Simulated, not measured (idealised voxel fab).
The name of this process module is voxel fin reveal.
285 nm wide, 5 nm square cells: that's cross-section cut.
Cross-section = grid of square cells, listed top down in bands; band = one or more rows. Look at the band entry: it leads with the top's height and the bottom's height in nm. Then it lists the materials left to right, with a width in nm for each. The word "edge to edge" on a single material says that material fills the band edge to edge. The word "air" is empty space. Zero point of the height axis is 0; under it, received wafer = one material. Lowest band: continues down indefinitely, "0 -> down". So if you see something like "30 to 40" for the width, read it as the top row of the band sitting at the first number and the bottom row at the second, with every row in between moving by the same amount as the last. It should be understood that the words "left unchanged", when stated for a given step, signify that the cross-section underwent no change in any of its cells during that step. Look at "Enclosed cavity list" for the closed voids: empty spaces with no open path to the top, sized 8 cells or up. Each is width x height at distance, distance from the left edge, all nm. If you see something after the settings on a step's line, that's the simulator's own remark about that step. overlay nm: on a step with a mask, how far right of its planned place the mask lay; negative means left.

[Steps in the process plan]
- 1: RECEIVE,material Si
- 2: CONFORMAL_DEP,material SiN,thk nm 5
- 3: MASKED_ETCH,tone cover,mask id FINS,width nm 15,pitch nm 45,etch materials SiN,depth nm 5,overlay nm 0
- 4: MASKED_ETCH,tone cover,mask id FINS,width nm 15,pitch nm 45,etch materials Si,depth nm 40,overlay nm 0
- 5: FILL_DEP,material SiO2,thk nm 5
- 6: CMP,height nm 5
- 7: SELECTIVE_ETCH,etch materials SiO2,depth nm 30
- 8: STRIP,etch materials SiN

[Here's what the wafer looked like in cross-section when it arrived - that's after step 1]
0 -> down: Si edge to edge
Enclosed cavity list: none

[Final cross-section, module run with one mistake (start and plan as above)]
5 -> 0: 110 air | 15 SiN | 30 air | 15 SiN | 115 air
0 -> -25: 110 air | 15 Si | 30 air | 15 Si | 115 air
-25 -> -40: 110 SiO2 | 15 Si | 30 SiO2 | 15 Si | 115 SiO2
-40 -> down: Si edge to edge
Enclosed cavity list: none
What was the processing mistake? not run: step 8 of the plan (skipped)
